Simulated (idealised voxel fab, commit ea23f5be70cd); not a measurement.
Process module name: voxel transistor to metal
The cross-section on display is named cut; it measures 285 nm wide, and its cells are 5 nm squares.
Reading order for cross-sections: top band down to bottom band. Underlying form: a grid of square cells. Band size: one or more rows of cells. Within each band entry, the heights of the top and of the bottom of the band appear first, in that order and in nm; the materials of the band then follow from left to right, each with its corresponding width in nm. The designation "all across" on a single material indicates that it fills the band from edge to edge; the designation "empty" indicates empty space. For the purposes of this specification, 0 denotes the height below which the wafer in its as-received condition is composed wholly of one material, and the lowermost band, lacking a lower limit, extends downward without end, as expressed in "z 0 and below". Read "30->40" as a graded width: first number on top, second number at the bottom, same change between each pair of neighbouring rows. Where a step carries "everything unchanged", the cross-section came out of it unchanged, cell for cell. "Listed closed voids" specifies each empty space that is not open to the top and that occupies no fewer than 8 cells, using the form width x height at distance, the distance measured from the left edge and all three quantities in nm. Heads up: the bit after the settings on a step's line is the simulator's remark on that step. overlay nm: step with mask; distance mask lay right of planned place; negative value = left of planned place.

### plan
- 1: RECEIVE: material Si
- 2: OXIDIZE: depth nm 5
- 3: CONFORMAL_DEP: material SiN, thk nm 10
- 4: PATTERN: tone cover, mask id ACTIVE, material resist, width nm 115, pitch nm 135, thk nm 15, overlay nm 0
- 5: DIRECTIONAL_ETCH: etch materials SiN, depth nm 10
- 6: DIRECTIONAL_ETCH: etch materials SiO2, depth nm 5
- 7: DIRECTIONAL_ETCH: etch materials Si, depth nm 20
- 8: STRIP: etch materials resist
- 9: FILL_DEP: material SiO2, thk nm 15
- 10: CMP: height nm 10
- 11: SELECTIVE_ETCH: etch materials SiO2, depth nm 10
- 12: STRIP: etch materials SiN
- 13: SELECTIVE_ETCH: etch materials SiO2, depth nm 5
- 14: OXIDIZE: depth nm 5
- 15: DIRECTIONAL_DEP: material polySi, thk nm 25
- 16: DIRECTIONAL_DEP: material SiCN, thk nm 10
- 17: MASKED_ETCH: tone cover, mask id GATE, width nm 15, pitch nm 135, etch materials SiCN, depth nm 20, overlay nm 0
- 18: MASKED_ETCH: tone cover, mask id GATE, width nm 15, pitch nm 135, etch materials polySi, depth nm 35, overlay nm 0
- 19: CONFORMAL_DEP: material SiN, thk nm 5
- 20: DIRECTIONAL_ETCH: etch materials SiN, depth nm 5
- 21: DIRECTIONAL_ETCH: etch materials SiO2, depth nm 5
- 22: EPI: material nSi, thk nm 5
- 23: FILL_DEP: material SiO2, thk nm 5
- 24: CMP: height nm 30
- 25: DIRECTIONAL_DEP: material SiO2, thk nm 15
- 26: MASKED_ETCH: tone open, mask id CONTACT, width nm 20, etch materials SiO2, depth nm 50, overlay nm 0
- 27: CONFORMAL_DEP: material TiN, thk nm 5
- 28: FILL_DEP: material W, thk nm 5
- 29: CMP: height nm 45
- 30: CONFORMAL_DEP: material SiCN, thk nm 5
- 31: DIRECTIONAL_DEP: material SiO2, thk nm 25
- 32: PATTERN: tone open, mask id METAL_1, material resist, width nm 20, thk nm 20, overlay nm 0
- 33: DIRECTIONAL_ETCH: etch materials SiO2, depth nm 25
- 34: DIRECTIONAL_ETCH: etch materials SiCN, depth nm 5
- 35: STRIP: etch materials resist
- 36: CONFORMAL_DEP: material TiN, thk nm 5
- 37: FILL_DEP: material Cu, thk nm 10
- 38: CMP: height nm 75
- 39: CONFORMAL_DEP: material SiCN, thk nm 5

### First of two wafers, with the run carried out as planned

### Incoming wafer in cross-section (state: after step 1)
- z 0 and below | Si all across
- Listed closed voids: none

### Wafer section view after processing step 2
- z 0 to -5 | SiO2 all across
- Anything lower than -5 is untouched.

### Wafer section view after processing step 3
- z 10 to 0 | SiN all across
- Anything lower than 0 is untouched.

### Wafer section view after processing step 4
- z 25 to 10 | empty=15 / resist=115 / empty=20 / resist=115 / empty=20
- Anything lower than 10 is untouched.

### Wafer section view after processing step 5
- z 25 to 10 | empty=15 / resist=115 / empty=20 / resist=115 / empty=20
- z 10 to 0 | empty=15 / SiN=115 / empty=20 / SiN=115 / empty=20
- Anything lower than 0 is untouched.

### Wafer section view after processing step 6
- z 25 to 10 | empty=15 / resist=115 / empty=20 / resist=115 / empty=20
- z 10 to 0 | empty=15 / SiN=115 / empty=20 / SiN=115 / empty=20
- z 0 to -5 | empty=15 / SiO2=115 / empty=20 / SiO2=115 / empty=20
- Anything lower than -5 is untouched.

### Wafer section view after processing step 7
- z 25 to 10 | empty=15 / resist=115 / empty=20 / resist=115 / empty=20
- z 10 to 0 | empty=15 / SiN=115 / empty=20 / SiN=115 / empty=20
- z 0 to -5 | empty=15 / SiO2=115 / empty=20 / SiO2=115 / empty=20
- z -5 to -25 | empty=15 / Si=115 / empty=20 / Si=115 / empty=20
- Anything lower than -25 is untouched.

### Wafer section view after processing step 8
- z 10 to 0 | empty=15 / SiN=115 / empty=20 / SiN=115 / empty=20
- Anything lower than 0 is untouched.

### Wafer section view after processing step 9
- z 25 to 10 | SiO2 all across
- z 10 to 0 | SiO2=15 / SiN=115 / SiO2=20 / SiN=115 / SiO2=20
- z 0 to -5 | SiO2 all across
- z -5 to -25 | SiO2=15 / Si=115 / SiO2=20 / Si=115 / SiO2=20
- Anything lower than -25 is untouched.

### Wafer section view after processing step 10
- z 10 to 0 | SiO2=15 / SiN=115 / SiO2=20 / SiN=115 / SiO2=20
- Anything lower than 0 is untouched.

### Wafer section view after processing step 11
- z 10 to 0 | empty=15 / SiN=115 / empty=20 / SiN=115 / empty=20
- Anything lower than 0 is untouched.

### Wafer section view after processing step 12
- z 0 to -5 | SiO2 all across
- Anything lower than -5 is untouched.

### Wafer section view after processing step 13
- z -5 to -25 | SiO2=15 / Si=115 / SiO2=20 / Si=115 / SiO2=20
- Anything lower than -25 is untouched.

### Wafer section view after processing step 14
- z -5 to -10 | SiO2 all across
- Anything lower than -10 is untouched.

### Wafer section view after processing step 15
- z 20 to -5 | polySi all across
- Anything lower than -5 is untouched.

### Wafer section view after processing step 16
- z 30 to 20 | SiCN all across
- Anything lower than 20 is untouched.

### Wafer section view after processing step 17
- z 30 to 20 | empty=65 / SiCN=15 / empty=120 / SiCN=15 / empty=70
- Anything lower than 20 is untouched.

### Wafer section view after processing step 18
- z 30 to 20 | empty=65 / SiCN=15 / empty=120 / SiCN=15 / empty=70
- z 20 to -5 | empty=65 / polySi=15 / empty=120 / polySi=15 / empty=70
- Anything lower than -5 is untouched.

### Wafer section view after processing step 19
- z 35 to 30 | empty=60 / SiN=25 / empty=110 / SiN=25 / empty=65
- z 30 to 20 | empty=60 / SiN=5 / SiCN=15 / SiN=5 / empty=110 / SiN=5 / SiCN=15 / SiN=5 / empty=65
- z 20 to 0 | empty=60 / SiN=5 / polySi=15 / SiN=5 / empty=110 / SiN=5 / polySi=15 / SiN=5 / empty=65
- z 0 to -5 | SiN=65 / polySi=15 / SiN=120 / polySi=15 / SiN=70
- Anything lower than -5 is untouched.

### Wafer section view after processing step 20
- z 30 to 20 | empty=60 / SiN=5 / SiCN=15 / SiN=5 / empty=110 / SiN=5 / SiCN=15 / SiN=5 / empty=65
- z 20 to -5 | empty=60 / SiN=5 / polySi=15 / SiN=5 / empty=110 / SiN=5 / polySi=15 / SiN=5 / empty=65
- Anything lower than -5 is untouched.

### Wafer section view after processing step 21
- z 30 to 20 | empty=60 / SiN=5 / SiCN=15 / SiN=5 / empty=110 / SiN=5 / SiCN=15 / SiN=5 / empty=65
- z 20 to -5 | empty=60 / SiN=5 / polySi=15 / SiN=5 / empty=110 / SiN=5 / polySi=15 / SiN=5 / empty=65
- z -5 to -10 | empty=60 / SiO2=25 / empty=110 / SiO2=25 / empty=65
- Anything lower than -10 is untouched.

### Wafer section view after processing step 22
- z 30 to 20 | empty=60 / SiN=5 / SiCN=15 / SiN=5 / empty=110 / SiN=5 / SiCN=15 / SiN=5 / empty=65
- z 20 to -5 | empty=60 / SiN=5 / polySi=15 / SiN=5 / empty=110 / SiN=5 / polySi=15 / SiN=5 / empty=65
- z -5 to -10 | empty=10 / nSi=50 / SiO2=25 / nSi=50 / empty=10 / nSi=50 / SiO2=25 / nSi=50 / empty=15
- Anything lower than -10 is untouched.

### Wafer section view after processing step 23
- z 35 to 30 | SiO2 all across
- z 30 to 20 | SiO2=60 / SiN=5 / SiCN=15 / SiN=5 / SiO2=110 / SiN=5 / SiCN=15 / SiN=5 / SiO2=65
- z 20 to -5 | SiO2=60 / SiN=5 / polySi=15 / SiN=5 / SiO2=110 / SiN=5 / polySi=15 / SiN=5 / SiO2=65
- z -5 to -10 | SiO2=10 / nSi=50 / SiO2=25 / nSi=50 / SiO2=10 / nSi=50 / SiO2=25 / nSi=50 / SiO2=15
- Anything lower than -10 is untouched.

### Wafer section view after processing step 24
- z 30 to 20 | SiO2=60 / SiN=5 / SiCN=15 / SiN=5 / SiO2=110 / SiN=5 / SiCN=15 / SiN=5 / SiO2=65
- Anything lower than 20 is untouched.

### Wafer section view after processing step 25
- z 45 to 30 | SiO2 all across
- Anything lower than 30 is untouched.

### Wafer section view after processing step 26
- z 45 to 30 | SiO2=25 / empty=20 / SiO2=55 / empty=20 / SiO2=40 / empty=20 / SiO2=55 / empty=20 / SiO2=30
- z 30 to 20 | SiO2=25 / empty=20 / SiO2=15 / SiN=5 / SiCN=15 / SiN=5 / SiO2=15 / empty=20 / SiO2=40 / empty=20 / SiO2=15 / SiN=5 / SiCN=15 / SiN=5 / SiO2=15 / empty=20 / SiO2=30
- z 20 to -5 | SiO2=25 / empty=20 / SiO2=15 / SiN=5 / polySi=15 / SiN=5 / SiO2=15 / empty=20 / SiO2=40 / empty=20 / SiO2=15 / SiN=5 / polySi=15 / SiN=5 / SiO2=15 / empty=20 / SiO2=30
- Anything lower than -5 is untouched.

### Wafer section view after processing step 27
- z 50 to 45 | TiN=30 / empty=10 / TiN=65 / empty=10 / TiN=50 / empty=10 / TiN=65 / empty=10 / TiN=35
- z 45 to 30 | SiO2=25 / TiN=5 / empty=10 / TiN=5 / SiO2=55 / TiN=5 / empty=10 / TiN=5 / SiO2=40 / TiN=5 / empty=10 / TiN=5 / SiO2=55 / TiN=5 / empty=10 / TiN=5 / SiO2=30
- z 30 to 20 | SiO2=25 / TiN=5 / empty=10 / TiN=5 / SiO2=15 / SiN=5 / SiCN=15 / SiN=5 / SiO2=15 / TiN=5 / empty=10 / TiN=5 / SiO2=40 / TiN=5 / empty=10 / TiN=5 / SiO2=15 / SiN=5 / SiCN=15 / SiN=5 / SiO2=15 / TiN=5 / empty=10 / TiN=5 / SiO2=30
- z 20 to 0 | SiO2=25 / TiN=5 / empty=10 / TiN=5 / SiO2=15 / SiN=5 / polySi=15 / SiN=5 / SiO2=15 / TiN=5 / empty=10 / TiN=5 / SiO2=40 / TiN=5 / empty=10 / TiN=5 / SiO2=15 / SiN=5 / polySi=15 / SiN=5 / SiO2=15 / TiN=5 / empty=10 / TiN=5 / SiO2=30
- z 0 to -5 | SiO2=25 / TiN=20 / SiO2=15 / SiN=5 / polySi=15 / SiN=5 / SiO2=15 / TiN=20 / SiO2=40 / TiN=20 / SiO2=15 / SiN=5 / polySi=15 / SiN=5 / SiO2=15 / TiN=20 / SiO2=30
- Anything lower than -5 is untouched.

### Wafer section view after processing step 28
- z 55 to 50 | W all across
- z 50 to 45 | TiN=30 / W=10 / TiN=65 / W=10 / TiN=50 / W=10 / TiN=65 / W=10 / TiN=35
- z 45 to 30 | SiO2=25 / TiN=5 / W=10 / TiN=5 / SiO2=55 / TiN=5 / W=10 / TiN=5 / SiO2=40 / TiN=5 / W=10 / TiN=5 / SiO2=55 / TiN=5 / W=10 / TiN=5 / SiO2=30
- z 30 to 20 | SiO2=25 / TiN=5 / W=10 / TiN=5 / SiO2=15 / SiN=5 / SiCN=15 / SiN=5 / SiO2=15 / TiN=5 / W=10 / TiN=5 / SiO2=40 / TiN=5 / W=10 / TiN=5 / SiO2=15 / SiN=5 / SiCN=15 / SiN=5 / SiO2=15 / TiN=5 / W=10 / TiN=5 / SiO2=30
- z 20 to 0 | SiO2=25 / TiN=5 / W=10 / TiN=5 / SiO2=15 / SiN=5 / polySi=15 / SiN=5 / SiO2=15 / TiN=5 / W=10 / TiN=5 / SiO2=40 / TiN=5 / W=10 / TiN=5 / SiO2=15 / SiN=5 / polySi=15 / SiN=5 / SiO2=15 / TiN=5 / W=10 / TiN=5 / SiO2=30
- Anything lower than 0 is untouched.

### Wafer section view after processing step 29
- z 45 to 30 | SiO2=25 / TiN=5 / W=10 / TiN=5 / SiO2=55 / TiN=5 / W=10 / TiN=5 / SiO2=40 / TiN=5 / W=10 / TiN=5 / SiO2=55 / TiN=5 / W=10 / TiN=5 / SiO2=30
- Anything lower than 30 is untouched.

### Wafer section view after processing step 30
- z 50 to 45 | SiCN all across
- Anything lower than 45 is untouched.

### Wafer section view after processing step 31
- z 75 to 50 | SiO2 all across
- Anything lower than 50 is untouched.

### Wafer section view after processing step 32
- z 95 to 75 | resist=25 / empty=20 / resist=55 / empty=20 / resist=40 / empty=20 / resist=55 / empty=20 / resist=30
- Anything lower than 75 is untouched.

### Wafer section view after processing step 33
- z 95 to 75 | resist=25 / empty=20 / resist=55 / empty=20 / resist=40 / empty=20 / resist=55 / empty=20 / resist=30
- z 75 to 50 | SiO2=25 / empty=20 / SiO2=55 / empty=20 / SiO2=40 / empty=20 / SiO2=55 / empty=20 / SiO2=30
- Anything lower than 50 is untouched.

### Wafer section view after processing step 34
- z 95 to 75 | resist=25 / empty=20 / resist=55 / empty=20 / resist=40 / empty=20 / resist=55 / empty=20 / resist=30
- z 75 to 50 | SiO2=25 / empty=20 / SiO2=55 / empty=20 / SiO2=40 / empty=20 / SiO2=55 / empty=20 / SiO2=30
- z 50 to 45 | SiCN=25 / empty=20 / SiCN=55 / empty=20 / SiCN=40 / empty=20 / SiCN=55 / empty=20 / SiCN=30
- Anything lower than 45 is untouched.

### Wafer section view after processing step 35
- z 75 to 50 | SiO2=25 / empty=20 / SiO2=55 / empty=20 / SiO2=40 / empty=20 / SiO2=55 / empty=20 / SiO2=30
- Anything lower than 50 is untouched.

### Wafer section view after processing step 36
- z 80 to 75 | TiN=30 / empty=10 / TiN=65 / empty=10 / TiN=50 / empty=10 / TiN=65 / empty=10 / TiN=35
- z 75 to 50 | SiO2=25 / TiN=5 / empty=10 / TiN=5 / SiO2=55 / TiN=5 / empty=10 / TiN=5 / SiO2=40 / TiN=5 / empty=10 / TiN=5 / SiO2=55 / TiN=5 / empty=10 / TiN=5 / SiO2=30
- z 50 to 45 | SiCN=25 / TiN=20 / SiCN=55 / TiN=20 / SiCN=40 / TiN=20 / SiCN=55 / TiN=20 / SiCN=30
- Anything lower than 45 is untouched.

### Wafer section view after processing step 37
- z 90 to 80 | Cu all across
- z 80 to 75 | TiN=30 / Cu=10 / TiN=65 / Cu=10 / TiN=50 / Cu=10 / TiN=65 / Cu=10 / TiN=35
- z 75 to 50 | SiO2=25 / TiN=5 / Cu=10 / TiN=5 / SiO2=55 / TiN=5 / Cu=10 / TiN=5 / SiO2=40 / TiN=5 / Cu=10 / TiN=5 / SiO2=55 / TiN=5 / Cu=10 / TiN=5 / SiO2=30
- Anything lower than 50 is untouched.

### Wafer section view after processing step 38
- z 75 to 50 | SiO2=25 / TiN=5 / Cu=10 / TiN=5 / SiO2=55 / TiN=5 / Cu=10 / TiN=5 / SiO2=40 / TiN=5 / Cu=10 / TiN=5 / SiO2=55 / TiN=5 / Cu=10 / TiN=5 / SiO2=30
- Anything lower than 50 is untouched.

### Wafer section view after processing step 39
- z 80 to 75 | SiCN all across
- Anything lower than 75 is untouched.

### It is to be noted that the second wafer proceeded from the same initial state and according to the same plan as the first, although one mistake was committed in its execution; through step 35, inclusive, the two wafers share an identical history

### Second wafer: cross-section at the scheduled end of step 36
- z 80 to 75 | polySi=30 / empty=10 / polySi=65 / empty=10 / polySi=50 / empty=10 / polySi=65 / empty=10 / polySi=35
- z 75 to 50 | SiO2=25 / polySi=5 / empty=10 / polySi=5 / SiO2=55 / polySi=5 / empty=10 / polySi=5 / SiO2=40 / polySi=5 / empty=10 / polySi=5 / SiO2=55 / polySi=5 / empty=10 / polySi=5 / SiO2=30
- z 50 to 45 | SiCN=25 / polySi=20 / SiCN=55 / polySi=20 / SiCN=40 / polySi=20 / SiCN=55 / polySi=20 / SiCN=30
- Anything lower than 45 is untouched.

### Second wafer: cross-section at the scheduled end of step 37
- z 90 to 80 | Cu all across
- z 80 to 75 | polySi=30 / Cu=10 / polySi=65 / Cu=10 / polySi=50 / Cu=10 / polySi=65 / Cu=10 / polySi=35
- z 75 to 50 | SiO2=25 / polySi=5 / Cu=10 / polySi=5 / SiO2=55 / polySi=5 / Cu=10 / polySi=5 / SiO2=40 / polySi=5 / Cu=10 / polySi=5 / SiO2=55 / polySi=5 / Cu=10 / polySi=5 / SiO2=30
- Anything lower than 50 is untouched.

### Second wafer: cross-section at the scheduled end of step 38
- z 75 to 50 | SiO2=25 / polySi=5 / Cu=10 / polySi=5 / SiO2=55 / polySi=5 / Cu=10 / polySi=5 / SiO2=40 / polySi=5 / Cu=10 / polySi=5 / SiO2=55 / polySi=5 / Cu=10 / polySi=5 / SiO2=30
- Anything lower than 50 is untouched.

### Second wafer: cross-section at the scheduled end of step 39
- z 80 to 75 | SiCN all across
- Anything lower than 75 is untouched.
Want to know what went wrong? step 36 was processed under conditions differing from the plan, specifically as CONFORMAL_DEP: material polySi, thk nm 5
Final comparison by cell count, materials where the second wafer has more or fewer than the first: TiN -56 | polySi +56
